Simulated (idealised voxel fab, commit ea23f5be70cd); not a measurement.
process module | voxel capacitor over wiring
cross-section cut | 230 nm wide | cells 5 nm
A cross-section is a grid of square cells, given in bands from the top down. A band is one or more rows of cells.
Each band's line starts with the height of the band's top and of its bottom, in nm. Then come its materials from left to right, each with its width in nm. One material with "throughout" fills the band from edge to edge. "air" is empty space.
Height 0 is the level under which the wafer as received is all one material. The lowest band goes on downwards, as in "0 down".
A width such as "30 to 40" changes by the same amount from each row of cells to the next, from the band's top row to its bottom row.
"no change" after a step means that no cell of the cross-section changed.
closed voids: empty space of 8 cells or more with no open way to the top, each as width x height at its distance from the left edge, in nm
after a step's settings: what the simulator itself notes on the step
overlay nm, on a step with a mask: how far to the right of its planned place the mask lay; to the left if negative
plan
1 op RECEIVE | material Si
2 op CONFORMAL_DEP | material SiO2 | thk nm 15
3 op DIRECTIONAL_DEP | material TiN | thk nm 5
4 op DIRECTIONAL_DEP | material Ru | thk nm 15
5 op MASKED_ETCH | tone cover | mask id METAL_1 | width nm 25 | pitch nm 80 | etch materials Ru | depth nm 15 | overlay nm 0
6 op MASKED_ETCH | tone cover | mask id METAL_1 | width nm 25 | pitch nm 80 | etch materials TiN | depth nm 5 | overlay nm 0
7 op FILL_DEP | material SiO2 | thk nm 5
8 op CMP | height nm 35
9 op CONFORMAL_DEP | material SiCN | thk nm 5
10 op DIRECTIONAL_DEP | material SiO2 | thk nm 20
11 op PATTERN | tone open | mask id PLUG_1 | material resist | width nm 15 | thk nm 20 | overlay nm 0
12 op DIRECTIONAL_ETCH | etch materials SiO2 | depth nm 20
13 op DIRECTIONAL_ETCH | etch materials SiCN | depth nm 5
14 op STRIP | etch materials resist
15 op CONFORMAL_DEP | material TiN | thk nm 5
16 op FILL_DEP | material Cu | thk nm 5
17 op CMP | height nm 60
18 op DIRECTIONAL_DEP | material TiN | thk nm 5
19 op DIRECTIONAL_DEP | material SiN | thk nm 5
20 op DIRECTIONAL_DEP | material TiN | thk nm 10
21 op PATTERN | tone cover | mask id UPPER_PLATE | material resist | width nm 60 | thk nm 20 | overlay nm 0
22 op DIRECTIONAL_ETCH | etch materials TiN | depth nm 10
23 op DIRECTIONAL_ETCH | etch materials SiN | depth nm 5
24 op STRIP | etch materials resist
25 op DIRECTIONAL_DEP | material aC | thk nm 15
26 op PATTERN | tone cover | mask id LOWER_PLATE | material resist | width nm 70 | thk nm 30 | overlay nm 0
27 op DIRECTIONAL_ETCH | etch materials aC | depth nm 15
28 op STRIP | etch materials resist
29 op DIRECTIONAL_ETCH | etch materials TiN | depth nm 5
30 op STRIP | etch materials aC
31 op FILL_DEP | material SiO2 | thk nm 15
32 op CMP | height nm 90
33 op DIRECTIONAL_DEP | material aC | thk nm 10
34 op PATTERN | tone open | mask id PLUG_2 | material resist | width nm 15 | thk nm 30 | overlay nm 0
35 op DIRECTIONAL_ETCH | etch materials aC | depth nm 10
36 op STRIP | etch materials resist
37 op DIRECTIONAL_ETCH | etch materials SiO2 | depth nm 10
38 op STRIP | etch materials aC
39 op CONFORMAL_DEP | material TiN | thk nm 5
40 op FILL_DEP | material Ru | thk nm 5
41 op CMP | height nm 90
42 op CONFORMAL_DEP | material SiCN | thk nm 5
first wafer, as planned
as received, after step 1
  0 down: Si throughout
  closed voids: none
after step 2
  15 to 0: SiO2 throughout
  below 0: unchanged
after step 3
  20 to 15: TiN throughout
  below 15: unchanged
after step 4
  35 to 20: Ru throughout
  below 20: unchanged
after step 5
  35 to 20: air 60 | Ru 25 | air 55 | Ru 25 | air 65
  below 20: unchanged
after step 6
  35 to 20: air 60 | Ru 25 | air 55 | Ru 25 | air 65
  20 to 15: air 60 | TiN 25 | air 55 | TiN 25 | air 65
  below 15: unchanged
after step 7
  40 to 35: SiO2 throughout
  35 to 20: SiO2 60 | Ru 25 | SiO2 55 | Ru 25 | SiO2 65
  20 to 15: SiO2 60 | TiN 25 | SiO2 55 | TiN 25 | SiO2 65
  below 15: unchanged
after step 8
  35 to 20: SiO2 60 | Ru 25 | SiO2 55 | Ru 25 | SiO2 65
  below 20: unchanged
after step 9
  40 to 35: SiCN throughout
  below 35: unchanged
after step 10
  60 to 40: SiO2 throughout
  below 40: unchanged
after step 11
  80 to 60: resist 70 | air 15 | resist 145
  below 60: unchanged
after step 12
  80 to 60: resist 70 | air 15 | resist 145
  60 to 40: SiO2 70 | air 15 | SiO2 145
  below 40: unchanged
after step 13
  80 to 60: resist 70 | air 15 | resist 145
  60 to 40: SiO2 70 | air 15 | SiO2 145
  40 to 35: SiCN 70 | air 15 | SiCN 145
  below 35: unchanged
after step 14
  60 to 40: SiO2 70 | air 15 | SiO2 145
  below 40: unchanged
after step 15
  65 to 60: TiN 75 | air 5 | TiN 150
  60 to 40: SiO2 70 | TiN 5 | air 5 | TiN 5 | SiO2 145
  40 to 35: SiCN 70 | TiN 15 | SiCN 145
  below 35: unchanged
after step 16
  70 to 65: Cu throughout
  65 to 60: TiN 75 | Cu 5 | TiN 150
  60 to 40: SiO2 70 | TiN 5 | Cu 5 | TiN 5 | SiO2 145
  below 40: unchanged
after step 17
  60 to 40: SiO2 70 | TiN 5 | Cu 5 | TiN 5 | SiO2 145
  below 40: unchanged
after step 18
  65 to 60: TiN throughout
  below 60: unchanged
after step 19
  70 to 65: SiN throughout
  below 65: unchanged
after step 20
  80 to 70: TiN throughout
  below 70: unchanged
after step 21
  100 to 80: air 70 | resist 60 | air 100
  below 80: unchanged
after step 22
  100 to 80: air 70 | resist 60 | air 100
  80 to 70: air 70 | TiN 60 | air 100
  below 70: unchanged
after step 23
  100 to 80: air 70 | resist 60 | air 100
  80 to 70: air 70 | TiN 60 | air 100
  70 to 65: air 70 | SiN 60 | air 100
  below 65: unchanged
after step 24
  80 to 70: air 70 | TiN 60 | air 100
  below 70: unchanged
after step 25
  95 to 80: air 70 | aC 60 | air 100
  80 to 70: aC 70 | TiN 60 | aC 100
  70 to 65: aC 70 | SiN 60 | aC 100
  below 65: unchanged
after step 26
  125 to 95: air 65 | resist 70 | air 95
  95 to 80: air 65 | resist 5 | aC 60 | resist 5 | air 95
  below 80: unchanged
after step 27
  110 to 95: air 65 | resist 70 | air 95
  95 to 80: air 65 | resist 5 | aC 60 | resist 5 | air 95
  80 to 70: air 65 | aC 5 | TiN 60 | aC 5 | air 95
  70 to 65: air 65 | aC 5 | SiN 60 | aC 5 | air 95
  below 65: unchanged
after step 28
  95 to 80: air 70 | aC 60 | air 100
  below 80: unchanged
after step 29
  95 to 80: air 70 | aC 60 | air 100
  80 to 70: air 65 | aC 5 | TiN 60 | aC 5 | air 95
  70 to 65: air 65 | aC 5 | SiN 60 | aC 5 | air 95
  65 to 60: air 65 | TiN 70 | air 95
  below 60: unchanged
after step 30
  80 to 70: air 70 | TiN 60 | air 100
  70 to 65: air 70 | SiN 60 | air 100
  below 65: unchanged
after step 31
  95 to 80: SiO2 throughout
  80 to 70: SiO2 70 | TiN 60 | SiO2 100
  70 to 65: SiO2 70 | SiN 60 | SiO2 100
  65 to 60: SiO2 65 | TiN 70 | SiO2 95
  below 60: unchanged
after step 32
  90 to 80: SiO2 throughout
  below 80: unchanged
after step 33
  100 to 90: aC throughout
  below 90: unchanged
after step 34
  130 to 100: resist 80 | air 15 | resist 135
  below 100: unchanged
after step 35
  120 to 100: resist 80 | air 15 | resist 135
  100 to 90: aC 80 | air 15 | aC 135
  below 90: unchanged
after step 36
  100 to 90: aC 80 | air 15 | aC 135
  below 90: unchanged
after step 37
  100 to 90: aC 80 | air 15 | aC 135
  90 to 80: SiO2 80 | air 15 | SiO2 135
  below 80: unchanged
after step 38
  90 to 80: SiO2 80 | air 15 | SiO2 135
  below 80: unchanged
after step 39
  95 to 90: TiN 85 | air 5 | TiN 140
  90 to 85: SiO2 80 | TiN 5 | air 5 | TiN 5 | SiO2 135
  85 to 80: SiO2 80 | TiN 15 | SiO2 135
  below 80: unchanged
after step 40
  100 to 95: Ru throughout
  95 to 90: TiN 85 | Ru 5 | TiN 140
  90 to 85: SiO2 80 | TiN 5 | Ru 5 | TiN 5 | SiO2 135
  below 85: unchanged
after step 41
  90 to 85: SiO2 80 | TiN 5 | Ru 5 | TiN 5 | SiO2 135
  below 85: unchanged
after step 42
  95 to 90: SiCN throughout
  below 90: unchanged
second wafer: like start, like plan, one mistake. Through step 40 it matches the first wafer
when step 41 should have ended
  80 to 70: SiO2 70 | TiN 60 | SiO2 100
  below 70: unchanged
when step 42 should have ended
  85 to 80: SiCN throughout
  below 80: unchanged
what went wrong: step 41 ran as: op CMP | height nm 80
at the end the second wafer has, in cells: 1 fewer of Ru | 86 fewer of SiO2 | 5 fewer of TiN
